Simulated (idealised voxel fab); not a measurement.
The name of this process module is voxel gate over fins.
Displayed cross-section: cut, width of 195 nm, square cells sized 5 nm.
Cross-section format: a grid of square cells, given as bands from top to bottom; each band is one or more rows of cells.
Top, bottom (nm), then materials left to right with widths (nm); lone material tagged "full width" fills the whole band edge to edge; "air" = empty space.
Zero point of the height axis is 0; under it, received wafer = one material. Lowest band: continues down indefinitely, "0 -> down".
Per-row width for "30..40": begins at first number (top row of band), ends at second number (bottom row), increment between rows held constant.
Basically "remained the same" means that step didn't change any cell in the cross-section.
Enclosed voids (no open way to top), threshold 8 cells or more, entry "Closed void list", notation width x height at distance, distance from left edge, nm.
Past the settings on a step's line: simulator remark, on that step.
Regarding "overlay nm": on a step with a mask, it is the distance the mask lay to the right of its planned place; a negative value places it to the left.
**The following list gives the planned process steps**
1. RECEIVE | material Si
2. CONFORMAL_DEP | material SiN | thk nm 5
3. DIRECTIONAL_DEP | material aC | thk nm 15
4. PATTERN | tone cover | mask id FINS | material resist | width nm 15 | pitch nm 60 | thk nm 30 | overlay nm 0
5. DIRECTIONAL_ETCH | etch materials aC | depth nm 15
6. STRIP | etch materials resist
7. DIRECTIONAL_ETCH | etch materials SiN | depth nm 5
8. DIRECTIONAL_ETCH | etch materials Si | depth nm 30
9. STRIP | etch materials aC
10. FILL_DEP | material SiO2 | thk nm 10
11. CMP | height nm 5
12. MASKED_ETCH | tone open | mask id RAIL | width nm 15 | etch materials SiO2 | depth nm 30 | overlay nm 0
13. CONFORMAL_DEP | material TiN | thk nm 5
14. FILL_DEP | material W | thk nm 5
15. CMP | height nm 5
16. SELECTIVE_ETCH | etch materials W Ru TiN | depth nm 20
17. FILL_DEP | material SiO2 | thk nm 5
18. CMP | height nm 5
19. SELECTIVE_ETCH | etch materials SiO2 | depth nm 15
20. STRIP | etch materials SiN
21. CONFORMAL_DEP | material HfO2 | thk nm 5
22. CONFORMAL_DEP | material TiN | thk nm 5
23. CONFORMAL_DEP | material TiAl | thk nm 5
24. CONFORMAL_DEP | material TiN | thk nm 5
25. FILL_DEP | material W | thk nm 15
26. CMP | height nm 30
27. CONFORMAL_DEP | material SiCN | thk nm 10
**Here's what the wafer looked like in cross-section when it arrived - that's after step 1**
  0 -> down = Si full width
  Closed void list: none
**One mistake in running the module, otherwise start and plan as above: cross-section at the end**
  40 -> 30 = SiCN full width
  30 -> 20 = W full width
  20 -> 15 = 10 W  55 TiN  5 W  55 TiN  5 W  55 TiN  10 W
  15 -> 10 = 10 W  5 TiN  45 TiAl  5 TiN  5 W  5 TiN  45 TiAl  5 TiN  5 W  5 TiN  45 TiAl  5 TiN  10 W
  10 -> 5 = 15 TiN  5 TiAl  35 TiN  5 TiAl  15 TiN  5 TiAl  35 TiN  5 TiAl  15 TiN  5 TiAl  35 TiN  5 TiAl  15 TiN
  5 -> 0 = 20 TiAl  5 TiN  25 HfO2  5 TiN  25 TiAl  5 TiN  25 HfO2  5 TiN  25 TiAl  5 TiN  25 HfO2  5 TiN  20 TiAl
  0 -> -5 = 25 TiN  5 HfO2  15 Si  5 HfO2  35 TiN  5 HfO2  15 Si  5 HfO2  35 TiN  5 HfO2  15 Si  5 HfO2  25 TiN
  -5 -> -10 = 30 HfO2  15 Si  45 HfO2  15 Si  45 HfO2  15 Si  30 HfO2
  -10 -> -15 = 30 SiO2  15 Si  45 SiO2  15 Si  45 SiO2  15 Si  30 SiO2
  -15 -> -20 = 30 SiO2  15 Si  15 SiO2  5 TiN  10 W  5 TiN  10 SiO2  15 Si  45 SiO2  15 Si  30 SiO2
  -20 -> -25 = 30 SiO2  15 Si  15 SiO2  20 TiN  10 SiO2  15 Si  45 SiO2  15 Si  30 SiO2
  -25 -> -30 = 30 SiO2  15 Si  45 SiO2  15 Si  45 SiO2  15 Si  30 SiO2
  -30 -> down = Si full width
  Closed void list: none
The mistake made against the process plan was this: step 12 did not use the planned setting and instead ran as MASKED_ETCH | tone open | mask id RAIL | width nm 20 | etch materials SiO2 | depth nm 30 | overlay nm 0
